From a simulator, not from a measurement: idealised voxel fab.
The document below concerns the process module designated voxel spacer lines.
This is section cut - it's 280 nm across, gridded in 5 nm square cells.
We lay out every cross-section as a grid of square cells and spell it out in bands from the top down, where one band means one or more rows of cells. In this notation a band is specified by the heights of its top and bottom, in that order and in nm, after which its materials appear from left to right, each paired with its width in nm. The word "full width" attached to a single material means that material fills the band from edge to edge; the word "air" stands for empty space. Zero point of the height axis is 0; under it, received wafer = one material. Lowest band: continues down indefinitely, "0..down". Quick explanation for "30 to 40": the width changes in equal steps down the rows of cells, from the first number in the band's top row to the second number in its bottom row. Given "stayed the same" for a step, no cell of the cross-section differs between before and after that step. Entry "Catalogued sealed voids". Content: empty spaces with no open connection to the top, size 8 cells or greater. Each: width x height at distance. Distance: from left edge. Unit: nm. Step line, after settings: the simulator's comment on this step. Regarding "overlay nm": on a step with a mask, it is the distance the mask lay to the right of its planned place; a negative value places it to the left.
-- Process steps foreseen in the plan
- 1: RECEIVE,material Si
- 2: CONFORMAL_DEP,material Al2O3,thk nm 5
- 3: DIRECTIONAL_DEP,material SiN,thk nm 15
- 4: DIRECTIONAL_DEP,material polySi,thk nm 25
- 5: PATTERN,tone cover,mask id MANDREL,material resist,width nm 25,pitch nm 70,thk nm 30,overlay nm 0
- 6: DIRECTIONAL_ETCH,etch materials polySi,depth nm 25
- 7: STRIP,etch materials resist
- 8: CONFORMAL_DEP,material SiO2,thk nm 10
- 9: DIRECTIONAL_ETCH,etch materials SiO2,depth nm 10
- 10: STRIP,etch materials polySi
- 11: DIRECTIONAL_ETCH,etch materials SiN,depth nm 15
- 12: STRIP,etch materials SiO2
-- First of the two wafers, run per plan
-- Cross-section of the wafer upon arrival, representing the state reached after step 1
	0..down | Si full width
	Catalogued sealed voids: none
-- You're looking at a cross-section of the wafer after step 2
	5..0 | Al2O3 full width
	Under the height 0 nothing was changed.
-- You're looking at a cross-section of the wafer after step 3
	20..5 | SiN full width
	Under the height 5 nothing was changed.
-- You're looking at a cross-section of the wafer after step 4
	45..20 | polySi full width
	Under the height 20 nothing was changed.
-- You're looking at a cross-section of the wafer after step 5
	75..45 | 55 nm air | 25 nm resist | 45 nm air | 25 nm resist | 45 nm air | 25 nm resist | 60 nm air
	Under the height 45 nothing was changed.
-- You're looking at a cross-section of the wafer after step 6
	75..45 | 55 nm air | 25 nm resist | 45 nm air | 25 nm resist | 45 nm air | 25 nm resist | 60 nm air
	45..20 | 55 nm air | 25 nm polySi | 45 nm air | 25 nm polySi | 45 nm air | 25 nm polySi | 60 nm air
	Under the height 20 nothing was changed.
-- You're looking at a cross-section of the wafer after step 7
	45..20 | 55 nm air | 25 nm polySi | 45 nm air | 25 nm polySi | 45 nm air | 25 nm polySi | 60 nm air
	Under the height 20 nothing was changed.
-- You're looking at a cross-section of the wafer after step 8
	55..45 | 45 nm air | 45 nm SiO2 | 25 nm air | 45 nm SiO2 | 25 nm air | 45 nm SiO2 | 50 nm air
	45..30 | 45 nm air | 10 nm SiO2 | 25 nm polySi | 10 nm SiO2 | 25 nm air | 10 nm SiO2 | 25 nm polySi | 10 nm SiO2 | 25 nm air | 10 nm SiO2 | 25 nm polySi | 10 nm SiO2 | 50 nm air
	30..20 | 55 nm SiO2 | 25 nm polySi | 45 nm SiO2 | 25 nm polySi | 45 nm SiO2 | 25 nm polySi | 60 nm SiO2
	Under the height 20 nothing was changed.
-- You're looking at a cross-section of the wafer after step 9
	45..20 | 45 nm air | 10 nm SiO2 | 25 nm polySi | 10 nm SiO2 | 25 nm air | 10 nm SiO2 | 25 nm polySi | 10 nm SiO2 | 25 nm air | 10 nm SiO2 | 25 nm polySi | 10 nm SiO2 | 50 nm air
	Under the height 20 nothing was changed.
-- You're looking at a cross-section of the wafer after step 10
	45..20 | 45 nm air | 10 nm SiO2 | 25 nm air | 10 nm SiO2 | 25 nm air | 10 nm SiO2 | 25 nm air | 10 nm SiO2 | 25 nm air | 10 nm SiO2 | 25 nm air | 10 nm SiO2 | 50 nm air
	Under the height 20 nothing was changed.
-- You're looking at a cross-section of the wafer after step 11
	45..20 | 45 nm air | 10 nm SiO2 | 25 nm air | 10 nm SiO2 | 25 nm air | 10 nm SiO2 | 25 nm air | 10 nm SiO2 | 25 nm air | 10 nm SiO2 | 25 nm air | 10 nm SiO2 | 50 nm air
	20..5 | 45 nm air | 10 nm SiN | 25 nm air | 10 nm SiN | 25 nm air | 10 nm SiN | 25 nm air | 10 nm SiN | 25 nm air | 10 nm SiN | 25 nm air | 10 nm SiN | 50 nm air
	Under the height 5 nothing was changed.
-- You're looking at a cross-section of the wafer after step 12
	20..5 | 45 nm air | 10 nm SiN | 25 nm air | 10 nm SiN | 25 nm air | 10 nm SiN | 25 nm air | 10 nm SiN | 25 nm air | 10 nm SiN | 25 nm air | 10 nm SiN | 50 nm air
	Under the height 5 nothing was changed.
-- Second Wafer (Identical Start and Plan, One Processing Error; Matches First Wafer Through Step 1)
Cross-section of the second wafer at the time by which step 2 should have been completed according to the plan: stayed the same
-- Cross-section of the second wafer at the time by which step 3 should have been completed according to the plan
	15..0 | SiN full width
	Under the height 0 nothing was changed.
-- Cross-section of the second wafer at the time by which step 4 should have been completed according to the plan
	40..15 | polySi full width
	Under the height 15 nothing was changed.
-- Cross-section of the second wafer at the time by which step 5 should have been completed according to the plan
	70..40 | 55 nm air | 25 nm resist | 45 nm air | 25 nm resist | 45 nm air | 25 nm resist | 60 nm air
	Under the height 40 nothing was changed.
-- Cross-section of the second wafer at the time by which step 6 should have been completed according to the plan
	70..40 | 55 nm air | 25 nm resist | 45 nm air | 25 nm resist | 45 nm air | 25 nm resist | 60 nm air
	40..15 | 55 nm air | 25 nm polySi | 45 nm air | 25 nm polySi | 45 nm air | 25 nm polySi | 60 nm air
	Under the height 15 nothing was changed.
-- Cross-section of the second wafer at the time by which step 7 should have been completed according to the plan
	40..15 | 55 nm air | 25 nm polySi | 45 nm air | 25 nm polySi | 45 nm air | 25 nm polySi | 60 nm air
	Under the height 15 nothing was changed.
-- Cross-section of the second wafer at the time by which step 8 should have been completed according to the plan
	50..40 | 45 nm air | 45 nm SiO2 | 25 nm air | 45 nm SiO2 | 25 nm air | 45 nm SiO2 | 50 nm air
	40..25 | 45 nm air | 10 nm SiO2 | 25 nm polySi | 10 nm SiO2 | 25 nm air | 10 nm SiO2 | 25 nm polySi | 10 nm SiO2 | 25 nm air | 10 nm SiO2 | 25 nm polySi | 10 nm SiO2 | 50 nm air
	25..15 | 55 nm SiO2 | 25 nm polySi | 45 nm SiO2 | 25 nm polySi | 45 nm SiO2 | 25 nm polySi | 60 nm SiO2
	Under the height 15 nothing was changed.
-- Cross-section of the second wafer at the time by which step 9 should have been completed according to the plan
	40..15 | 45 nm air | 10 nm SiO2 | 25 nm polySi | 10 nm SiO2 | 25 nm air | 10 nm SiO2 | 25 nm polySi | 10 nm SiO2 | 25 nm air | 10 nm SiO2 | 25 nm polySi | 10 nm SiO2 | 50 nm air
	Under the height 15 nothing was changed.
-- Cross-section of the second wafer at the time by which step 10 should have been completed according to the plan
	40..15 | 45 nm air | 10 nm SiO2 | 25 nm air | 10 nm SiO2 | 25 nm air | 10 nm SiO2 | 25 nm air | 10 nm SiO2 | 25 nm air | 10 nm SiO2 | 25 nm air | 10 nm SiO2 | 50 nm air
	Under the height 15 nothing was changed.
-- Cross-section of the second wafer at the time by which step 11 should have been completed according to the plan
	40..15 | 45 nm air | 10 nm SiO2 | 25 nm air | 10 nm SiO2 | 25 nm air | 10 nm SiO2 | 25 nm air | 10 nm SiO2 | 25 nm air | 10 nm SiO2 | 25 nm air | 10 nm SiO2 | 50 nm air
	15..0 | 45 nm air | 10 nm SiN | 25 nm air | 10 nm SiN | 25 nm air | 10 nm SiN | 25 nm air | 10 nm SiN | 25 nm air | 10 nm SiN | 25 nm air | 10 nm SiN | 50 nm air
	Under the height 0 nothing was changed.
-- Cross-section of the second wafer at the time by which step 12 should have been completed according to the plan
	15..0 | 45 nm air | 10 nm SiN | 25 nm air | 10 nm SiN | 25 nm air | 10 nm SiN | 25 nm air | 10 nm SiN | 25 nm air | 10 nm SiN | 25 nm air | 10 nm SiN | 50 nm air
	Under the height 0 nothing was changed.
Heads up, the wafer didn't run the way we planned it: execution of step 2 of the plan did not take place, the step having been omitted
Wrapping up, a cell-based count of both wafers puts the second over or under the first for these materials: 56 fewer of Al2O3
